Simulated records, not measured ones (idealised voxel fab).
The following is a process module called voxel transistor to metal.
FYI the section here is cut, 160 nm wide, cells are 5 nm squares.
Cross-sections here: square-cell grids, written as top-down lists of bands, a band being one or more rows of cells. Each band's line starts with the height of the band's top and of its bottom, in nm. Then come its materials from left to right, each with its width in nm. One material with "full width" fills the band from edge to edge. "empty" is empty space. Heads up on the height convention: 0 is the point under which the incoming wafer is all one material, and the lowest band has no bottom, it just keeps going down, like "0 and below". Quick explanation for "30 to 40": the width changes in equal steps down the rows of cells, from the first number in the band's top row to the second number in its bottom row. For the purposes of this document, the phrase "remained the same" attached to a step denotes that no cell within the cross-section was modified by that step. Empty spaces counting at least 8 cells and having no open way to the top are listed in "Enclosed void catalog". The notation width x height at distance is used for each, the distance being from the left edge and all three values in nm. Read whatever lies past the settings on a step's line as the simulator's own remark about the step. overlay nm: mask offset rightward from planned place, masked step; negative means leftward offset.
## List of planned process steps
step 1: RECEIVE | material Si
step 2: OXIDIZE | depth nm 5
step 3: CONFORMAL_DEP | material SiN | thk nm 10
step 4: MASKED_ETCH | tone cover | mask id ACTIVE | width nm 100 | etch materials SiN | depth nm 10 | overlay nm 0
step 5: MASKED_ETCH | tone cover | mask id ACTIVE | width nm 100 | etch materials SiO2 | depth nm 5 | overlay nm 0
step 6: MASKED_ETCH | tone cover | mask id ACTIVE | width nm 100 | etch materials Si | depth nm 25 | overlay nm 0
step 7: OXIDIZE | depth nm 5
step 8: FILL_DEP | material SiO2 | thk nm 15
step 9: CMP | height nm 10
step 10: SELECTIVE_ETCH | etch materials SiO2 | depth nm 5
step 11: STRIP | etch materials SiN
step 12: SELECTIVE_ETCH | etch materials SiO2 | depth nm 5
step 13: OXIDIZE | depth nm 5
step 14: DIRECTIONAL_DEP | material polySi | thk nm 30
step 15: DIRECTIONAL_DEP | material SiCN | thk nm 10
step 16: MASKED_ETCH | tone cover | mask id GATE | width nm 20 | etch materials SiCN | depth nm 20 | overlay nm 0
step 17: MASKED_ETCH | tone cover | mask id GATE | width nm 20 | etch materials polySi | depth nm 40 | overlay nm 0
step 18: CONFORMAL_DEP | material SiN | thk nm 5
step 19: DIRECTIONAL_ETCH | etch materials SiN | depth nm 5
step 20: DIRECTIONAL_ETCH | etch materials SiO2 | depth nm 5
step 21: EPI | material pSi | thk nm 5
step 22: FILL_DEP | material SiO2 | thk nm 10
step 23: CMP | height nm 35
step 24: DIRECTIONAL_DEP | material SiO2 | thk nm 15
step 25: MASKED_ETCH | tone open | mask id CONTACT | width nm 15 | pitch nm 75 | etch materials SiO2 | depth nm 55 | overlay nm 0
step 26: CONFORMAL_DEP | material TiN | thk nm 5
step 27: FILL_DEP | material Ru | thk nm 5
step 28: CMP | height nm 50
step 29: CONFORMAL_DEP | material SiCN | thk nm 5
step 30: DIRECTIONAL_DEP | material SiO2 | thk nm 25
step 31: PATTERN | tone open | mask id METAL_1 | material resist | width nm 15 | pitch nm 75 | thk nm 15 | overlay nm 0
step 32: DIRECTIONAL_ETCH | etch materials SiO2 | depth nm 25
step 33: DIRECTIONAL_ETCH | etch materials SiCN | depth nm 5
step 34: STRIP | etch materials resist
step 35: CONFORMAL_DEP | material TiN | thk nm 5
step 36: FILL_DEP | material Ru | thk nm 5
step 37: CMP | height nm 80
step 38: EPI | material Ru | thk nm 5
step 39: FILL_DEP | material SiCN | thk nm 5
## Cross-section of the wafer at receipt, which is the condition after step 1
- 0 and below = Si full width
- Enclosed void catalog: none
## Result of the module, cross-sectioned: start per above, plan per above, one error in how it was run
- 90 down to 85 = SiCN full width
- 85 down to 80 = 30 SiCN | 25 Ru | 50 SiCN | 25 Ru | 30 SiCN
- 80 down to 55 = 35 SiO2 | 5 TiN | 5 Ru | 5 TiN | 60 SiO2 | 5 TiN | 5 Ru | 5 TiN | 35 SiO2
- 55 down to 50 = 35 SiCN | 15 TiN | 60 SiCN | 15 TiN | 35 SiCN
- 50 down to 35 = 35 SiO2 | 5 TiN | 5 Ru | 5 TiN | 60 SiO2 | 5 TiN | 5 Ru | 5 TiN | 35 SiO2
- 35 down to 30 = 35 SiO2 | 5 TiN | 5 Ru | 5 TiN | 15 SiO2 | 5 SiN | 20 SiCN | 5 SiN | 15 SiO2 | 5 TiN | 5 Ru | 5 TiN | 35 SiO2
- 30 down to 5 = 35 SiO2 | 5 TiN | 5 Ru | 5 TiN | 15 SiO2 | 5 SiN | 20 polySi | 5 SiN | 15 SiO2 | 5 TiN | 5 Ru | 5 TiN | 35 SiO2
- 5 down to 0 = 35 SiO2 | 15 TiN | 15 SiO2 | 5 SiN | 20 polySi | 5 SiN | 15 SiO2 | 15 TiN | 35 SiO2
- 0 down to -5 = 30 SiO2 | 5 SiN | 30 pSi | 30 SiO2 | 30 pSi | 5 SiN | 30 SiO2
- -5 down to -10 = 30 pSi | 10 SiO2 | 80 Si | 10 SiO2 | 30 pSi
- -10 and below = Si full width
- Enclosed void catalog: none
The mistake made against the process plan was this: step 4 did not use the planned setting and instead ran as MASKED_ETCH | tone open | mask id ACTIVE | width nm 100 | etch materials SiN | depth nm 10 | overlay nm 0
